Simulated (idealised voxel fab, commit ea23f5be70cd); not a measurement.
Name of the process module below: voxel self aligned vias
For reference, the cross-section in this document is cut, with width 210 nm and square cells of 5 nm.
Just so we're on the same page, the cross-sections are grids of square cells, and they're listed out in bands top to bottom, each band one or more rows deep.
Each band's line starts with the height of the band's top and of its bottom, in nm. Then come its materials from left to right, each with its width in nm. One material with "everywhere" fills the band from edge to edge. "air" is empty space.
It should be noted that heights are counted from 0, beneath which the wafer as supplied is of one material throughout, and that the lowest band possesses no lower boundary but continues downward, as written in "0 down".
A width such as "30..40" changes by the same amount from each row of cells to the next, from the band's top row to its bottom row.
The designation "nothing was modified", where it is given for a processing step, indicates that no cell of the cross-section was altered in the course of that step.
"Closed cavity list" enumerates empty spaces isolated from the top, with no open way to it, that contain at least 8 cells, giving each as width x height at distance from the left edge, all three in nm.
On a step's line, text after the settings is the simulator commenting on that step.
A step's line can hold "overlay nm"; with a mask on that step, the setting says how far right of the planned place the mask lay, while a negative setting says it lay to the left.

Process steps - plan:
| 1 | op RECEIVE | material Si |
| 2 | op CONFORMAL_DEP | material SiO2 | thk nm 10 |
| 3 | op CONFORMAL_DEP | material SiCN | thk nm 5 |
| 4 | op DIRECTIONAL_DEP | material SiO2 | thk nm 25 |
| 5 | op DIRECTIONAL_DEP | material aC | thk nm 15 |
| 6 | op PATTERN | tone open | mask id LINES | material resist | width nm 20 | pitch nm 65 | thk nm 30 | overlay nm 0 |
| 7 | op DIRECTIONAL_ETCH | etch materials aC | depth nm 15 |
| 8 | op STRIP | etch materials resist |
| 9 | op DIRECTIONAL_ETCH | etch materials SiO2 | depth nm 25 |
| 10 | op STRIP | etch materials aC |
| 11 | op CONFORMAL_DEP | material TiN | thk nm 5 |
| 12 | op FILL_DEP | material Ru | thk nm 10 |
| 13 | op CMP | height nm 40 |
| 14 | op SELECTIVE_ETCH | etch materials W Ru TiN | depth nm 10 |
| 15 | op FILL_DEP | material SiN | thk nm 5 |
| 16 | op CMP | height nm 40 |
| 17 | op DIRECTIONAL_DEP | material SiO2 | thk nm 20 |
| 18 | op MASKED_ETCH | tone open | mask id VIAS | width nm 40 | pitch nm 130 | etch materials SiO2 | depth nm 10 | overlay nm 0 |
| 19 | op MASKED_ETCH | tone open | mask id VIAS | width nm 40 | pitch nm 130 | etch materials SiN | depth nm 10 | overlay nm 0 |
| 20 | op CONFORMAL_DEP | material TiN | thk nm 5 |
| 21 | op FILL_DEP | material Cu | thk nm 10 |
| 22 | op CMP | height nm 60 |
| 23 | op CONFORMAL_DEP | material SiCN | thk nm 5 |
For clarity, it should be stated that the wafers under discussion commence in an identical condition and differ with respect to the depth nm of step 18, the plan indicating the value that the first wafer had.

Cross-section, first of several wafers, as delivered after step 1:
    0 down = Si everywhere
    Closed cavity list: none

Take any row and you have a wafer at the end of the module: how many cells of each material it has gained (+) or lost (-) since it was received, and then its closed voids:
depth nm 10, +12 Cu, +12 Ru, +84 SiCN, +24 SiN, +370 SiO2, +44 TiN, Closed cavity list: none
depth nm 15, +24 Cu, +12 Ru, +84 SiCN, +24 SiN, +354 SiO2, +48 TiN, Closed cavity list: none
depth nm 20, +44 Cu, +12 Ru, +84 SiCN, +8 SiN, +338 SiO2, +60 TiN, Closed cavity list: none
depth nm 25, +52 Cu, +12 Ru, +84 SiCN, +8 SiN, +330 SiO2, +60 TiN, Closed cavity list: none
depth nm 30, +60 Cu, +12 Ru, +84 SiCN, +8 SiN, +322 SiO2, +60 TiN, Closed cavity list: none
depth nm 35, +60 Cu, +12 Ru, +84 SiCN, +8 SiN, +314 SiO2, +68 TiN, Closed cavity list: none
